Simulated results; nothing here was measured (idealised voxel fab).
The following process module bears the name voxel gate over fins.
This is section cut - it's 235 nm across, gridded in 5 nm square cells.
A cross-section is a grid of square cells, given in bands from the top down. A band is one or more rows of cells.
Band: top height; bottom height; in nm. Then, left to right: material with width in nm, for each material. "edge to edge": a single material spanning edge to edge. "empty": empty space.
All heights in this document are referenced to 0, defined as the level beneath which the wafer, as received, consists entirely of one material. The lowest band is not bounded below; it extends indefinitely downward and is written in the form "0 -> down".
Width: "30..40" (first number = top row, second number = bottom row, same change from row to row of cells).
"no modifications" after a step means that no cell of the cross-section changed.
"Closed void entries" means: voids of 8 cells or more that are shut off from the top with no open way through. Written width x height at distance, distance from the left edge, in nm.
The remark found on a step's line after its settings is issued by the simulator itself and pertains to that step.
You can add "overlay nm" to a step's line. For a step with a mask, it describes how far the mask lay to the right of its planned position, and a negative number describes a lay to the left.

[Steps in the process plan]
step 1: RECEIVE, material Si
step 2: CONFORMAL_DEP, material SiN, thk nm 10
step 3: DIRECTIONAL_DEP, material aC, thk nm 15
step 4: PATTERN, tone cover, mask id FINS, material resist, width nm 15, pitch nm 45, thk nm 35, overlay nm 0
step 5: DIRECTIONAL_ETCH, etch materials aC, depth nm 15
step 6: STRIP, etch materials resist
step 7: DIRECTIONAL_ETCH, etch materials SiN, depth nm 10
step 8: DIRECTIONAL_ETCH, etch materials Si, depth nm 40
step 9: STRIP, etch materials aC
step 10: OXIDIZE, depth nm 5
step 11: FILL_DEP, material SiO2, thk nm 5
step 12: CMP, height nm 10
step 13: SELECTIVE_ETCH, etch materials SiO2, depth nm 20
step 14: STRIP, etch materials SiN
step 15: CONFORMAL_DEP, material HfO2, thk nm 5
step 16: CONFORMAL_DEP, material TiN, thk nm 5
step 17: FILL_DEP, material W, thk nm 10
step 18: CMP, height nm 15
step 19: CONFORMAL_DEP, material SiN, thk nm 10

[The first of the two wafers, which ran as planned]

[Cross-sectional view of the wafer in its as-received condition, corresponding to the state after step 1]
* 0 -> down | Si edge to edge
* Closed void entries: none

[The wafer, seen in cross-section, after step 2]
* 10 -> 0 | SiN edge to edge
* Beneath the level 0, the cross-section is identical to its previous state.

[The wafer, seen in cross-section, after step 3]
* 25 -> 10 | aC edge to edge
* Beneath the level 10, the cross-section is identical to its previous state.

[The wafer, seen in cross-section, after step 4]
* 60 -> 25 | 85 empty, then 15 resist, then 30 empty, then 15 resist, then 90 empty
* Beneath the level 25, the cross-section is identical to its previous state.

[The wafer, seen in cross-section, after step 5]
* 45 -> 25 | 85 empty, then 15 resist, then 30 empty, then 15 resist, then 90 empty
* 25 -> 10 | 85 empty, then 15 aC, then 30 empty, then 15 aC, then 90 empty
* Beneath the level 10, the cross-section is identical to its previous state.

[The wafer, seen in cross-section, after step 6]
* 25 -> 10 | 85 empty, then 15 aC, then 30 empty, then 15 aC, then 90 empty
* Beneath the level 10, the cross-section is identical to its previous state.

[The wafer, seen in cross-section, after step 7]
* 25 -> 10 | 85 empty, then 15 aC, then 30 empty, then 15 aC, then 90 empty
* 10 -> 0 | 85 empty, then 15 SiN, then 30 empty, then 15 SiN, then 90 empty
* Beneath the level 0, the cross-section is identical to its previous state.

[The wafer, seen in cross-section, after step 8]
* 25 -> 10 | 85 empty, then 15 aC, then 30 empty, then 15 aC, then 90 empty
* 10 -> 0 | 85 empty, then 15 SiN, then 30 empty, then 15 SiN, then 90 empty
* 0 -> -40 | 85 empty, then 15 Si, then 30 empty, then 15 Si, then 90 empty
* Beneath the level -40, the cross-section is identical to its previous state.

[The wafer, seen in cross-section, after step 9]
* 10 -> 0 | 85 empty, then 15 SiN, then 30 empty, then 15 SiN, then 90 empty
* Beneath the level 0, the cross-section is identical to its previous state.

[The wafer, seen in cross-section, after step 10]
* 10 -> 0 | 85 empty, then 15 SiN, then 30 empty, then 15 SiN, then 90 empty
* 0 -> -40 | 85 empty, then 5 SiO2, then 5 Si, then 5 SiO2, then 30 empty, then 5 SiO2, then 5 Si, then 5 SiO2, then 90 empty
* -40 -> -45 | 90 SiO2, then 5 Si, then 40 SiO2, then 5 Si, then 95 SiO2
* Beneath the level -45, the cross-section is identical to its previous state.

[The wafer, seen in cross-section, after step 11]
* 15 -> 10 | SiO2 edge to edge
* 10 -> 0 | 85 SiO2, then 15 SiN, then 30 SiO2, then 15 SiN, then 90 SiO2
* 0 -> -45 | 90 SiO2, then 5 Si, then 40 SiO2, then 5 Si, then 95 SiO2
* Beneath the level -45, the cross-section is identical to its previous state.

[The wafer, seen in cross-section, after step 12]
* 10 -> 0 | 85 SiO2, then 15 SiN, then 30 SiO2, then 15 SiN, then 90 SiO2
* Beneath the level 0, the cross-section is identical to its previous state.

[The wafer, seen in cross-section, after step 13]
* 10 -> 0 | 85 empty, then 15 SiN, then 30 empty, then 15 SiN, then 90 empty
* 0 -> -10 | 90 empty, then 5 Si, then 40 empty, then 5 Si, then 95 empty
* Beneath the level -10, the cross-section is identical to its previous state.

[The wafer, seen in cross-section, after step 14]
* 0 -> -10 | 90 empty, then 5 Si, then 40 empty, then 5 Si, then 95 empty
* Beneath the level -10, the cross-section is identical to its previous state.

[The wafer, seen in cross-section, after step 15]
* 5 -> 0 | 85 empty, then 15 HfO2, then 30 empty, then 15 HfO2, then 90 empty
* 0 -> -5 | 85 empty, then 5 HfO2, then 5 Si, then 5 HfO2, then 30 empty, then 5 HfO2, then 5 Si, then 5 HfO2, then 90 empty
* -5 -> -10 | 90 HfO2, then 5 Si, then 40 HfO2, then 5 Si, then 95 HfO2
* Beneath the level -10, the cross-section is identical to its previous state.

[The wafer, seen in cross-section, after step 16]
* 10 -> 5 | 80 empty, then 25 TiN, then 20 empty, then 25 TiN, then 85 empty
* 5 -> 0 | 80 empty, then 5 TiN, then 15 HfO2, then 5 TiN, then 20 empty, then 5 TiN, then 15 HfO2, then 5 TiN, then 85 empty
* 0 -> -5 | 85 TiN, then 5 HfO2, then 5 Si, then 5 HfO2, then 30 TiN, then 5 HfO2, then 5 Si, then 5 HfO2, then 90 TiN
* Beneath the level -5, the cross-section is identical to its previous state.

[The wafer, seen in cross-section, after step 17]
* 20 -> 10 | W edge to edge
* 10 -> 5 | 80 W, then 25 TiN, then 20 W, then 25 TiN, then 85 W
* 5 -> 0 | 80 W, then 5 TiN, then 15 HfO2, then 5 TiN, then 20 W, then 5 TiN, then 15 HfO2, then 5 TiN, then 85 W
* Beneath the level 0, the cross-section is identical to its previous state.

[The wafer, seen in cross-section, after step 18]
* 15 -> 10 | W edge to edge
* Beneath the level 10, the cross-section is identical to its previous state.

[The wafer, seen in cross-section, after step 19]
* 25 -> 15 | SiN edge to edge
* Beneath the level 15, the cross-section is identical to its previous state.

[For the second wafer, take the first wafer's start and plan, then add one mistake made in running it; everything through step 3, that step included, is shared with the first]

[At the planned end of step 4, the second wafer in cross-section]
* 60 -> 25 | 80 empty, then 25 resist, then 20 empty, then 25 resist, then 85 empty
* Beneath the level 25, the cross-section is identical to its previous state.

[At the planned end of step 5, the second wafer in cross-section]
* 45 -> 25 | 80 empty, then 25 resist, then 20 empty, then 25 resist, then 85 empty
* 25 -> 10 | 80 empty, then 25 aC, then 20 empty, then 25 aC, then 85 empty
* Beneath the level 10, the cross-section is identical to its previous state.

[At the planned end of step 6, the second wafer in cross-section]
* 25 -> 10 | 80 empty, then 25 aC, then 20 empty, then 25 aC, then 85 empty
* Beneath the level 10, the cross-section is identical to its previous state.

[At the planned end of step 7, the second wafer in cross-section]
* 25 -> 10 | 80 empty, then 25 aC, then 20 empty, then 25 aC, then 85 empty
* 10 -> 0 | 80 empty, then 25 SiN, then 20 empty, then 25 SiN, then 85 empty
* Beneath the level 0, the cross-section is identical to its previous state.

[At the planned end of step 8, the second wafer in cross-section]
* 25 -> 10 | 80 empty, then 25 aC, then 20 empty, then 25 aC, then 85 empty
* 10 -> 0 | 80 empty, then 25 SiN, then 20 empty, then 25 SiN, then 85 empty
* 0 -> -40 | 80 empty, then 25 Si, then 20 empty, then 25 Si, then 85 empty
* Beneath the level -40, the cross-section is identical to its previous state.

[At the planned end of step 9, the second wafer in cross-section]
* 10 -> 0 | 80 empty, then 25 SiN, then 20 empty, then 25 SiN, then 85 empty
* Beneath the level 0, the cross-section is identical to its previous state.

[At the planned end of step 10, the second wafer in cross-section]
* 10 -> 0 | 80 empty, then 25 SiN, then 20 empty, then 25 SiN, then 85 empty
* 0 -> -40 | 80 empty, then 5 SiO2, then 15 Si, then 5 SiO2, then 20 empty, then 5 SiO2, then 15 Si, then 5 SiO2, then 85 empty
* -40 -> -45 | 85 SiO2, then 15 Si, then 30 SiO2, then 15 Si, then 90 SiO2
* Beneath the level -45, the cross-section is identical to its previous state.

[At the planned end of step 11, the second wafer in cross-section]
* 15 -> 10 | SiO2 edge to edge
* 10 -> 0 | 80 SiO2, then 25 SiN, then 20 SiO2, then 25 SiN, then 85 SiO2
* 0 -> -45 | 85 SiO2, then 15 Si, then 30 SiO2, then 15 Si, then 90 SiO2
* Beneath the level -45, the cross-section is identical to its previous state.

[At the planned end of step 12, the second wafer in cross-section]
* 10 -> 0 | 80 SiO2, then 25 SiN, then 20 SiO2, then 25 SiN, then 85 SiO2
* Beneath the level 0, the cross-section is identical to its previous state.

[At the planned end of step 13, the second wafer in cross-section]
* 10 -> 0 | 80 empty, then 25 SiN, then 20 empty, then 25 SiN, then 85 empty
* 0 -> -10 | 85 empty, then 15 Si, then 30 empty, then 15 Si, then 90 empty
* Beneath the level -10, the cross-section is identical to its previous state.

[At the planned end of step 14, the second wafer in cross-section]
* 0 -> -10 | 85 empty, then 15 Si, then 30 empty, then 15 Si, then 90 empty
* Beneath the level -10, the cross-section is identical to its previous state.

[At the planned end of step 15, the second wafer in cross-section]
* 5 -> 0 | 80 empty, then 25 HfO2, then 20 empty, then 25 HfO2, then 85 empty
* 0 -> -5 | 80 empty, then 5 HfO2, then 15 Si, then 5 HfO2, then 20 empty, then 5 HfO2, then 15 Si, then 5 HfO2, then 85 empty
* -5 -> -10 | 85 HfO2, then 15 Si, then 30 HfO2, then 15 Si, then 90 HfO2
* Beneath the level -10, the cross-section is identical to its previous state.

[At the planned end of step 16, the second wafer in cross-section]
* 10 -> 5 | 75 empty, then 35 TiN, then 10 empty, then 35 TiN, then 80 empty
* 5 -> 0 | 75 empty, then 5 TiN, then 25 HfO2, then 5 TiN, then 10 empty, then 5 TiN, then 25 HfO2, then 5 TiN, then 80 empty
* 0 -> -5 | 80 TiN, then 5 HfO2, then 15 Si, then 5 HfO2, then 20 TiN, then 5 HfO2, then 15 Si, then 5 HfO2, then 85 TiN
* Beneath the level -5, the cross-section is identical to its previous state.

[At the planned end of step 17, the second wafer in cross-section]
* 20 -> 10 | W edge to edge
* 10 -> 5 | 75 W, then 35 TiN, then 10 W, then 35 TiN, then 80 W
* 5 -> 0 | 75 W, then 5 TiN, then 25 HfO2, then 5 TiN, then 10 W, then 5 TiN, then 25 HfO2, then 5 TiN, then 80 W
* Beneath the level 0, the cross-section is identical to its previous state.

[At the planned end of step 18, the second wafer in cross-section]
* 15 -> 10 | W edge to edge
* Beneath the level 10, the cross-section is identical to its previous state.

[At the planned end of step 19, the second wafer in cross-section]
* 25 -> 15 | SiN edge to edge
* Beneath the level 15, the cross-section is identical to its previous state.
Short version of what went wrong: step 4 went in with a setting other than planned; the actual run was PATTERN, tone cover, mask id FINS, material resist, width nm 25, pitch nm 45, thk nm 35, overlay nm 0
Counted in cells at the end, the second wafer holds more or fewer of these materials than the first: +36 Si | -28 SiO2 | -8 W
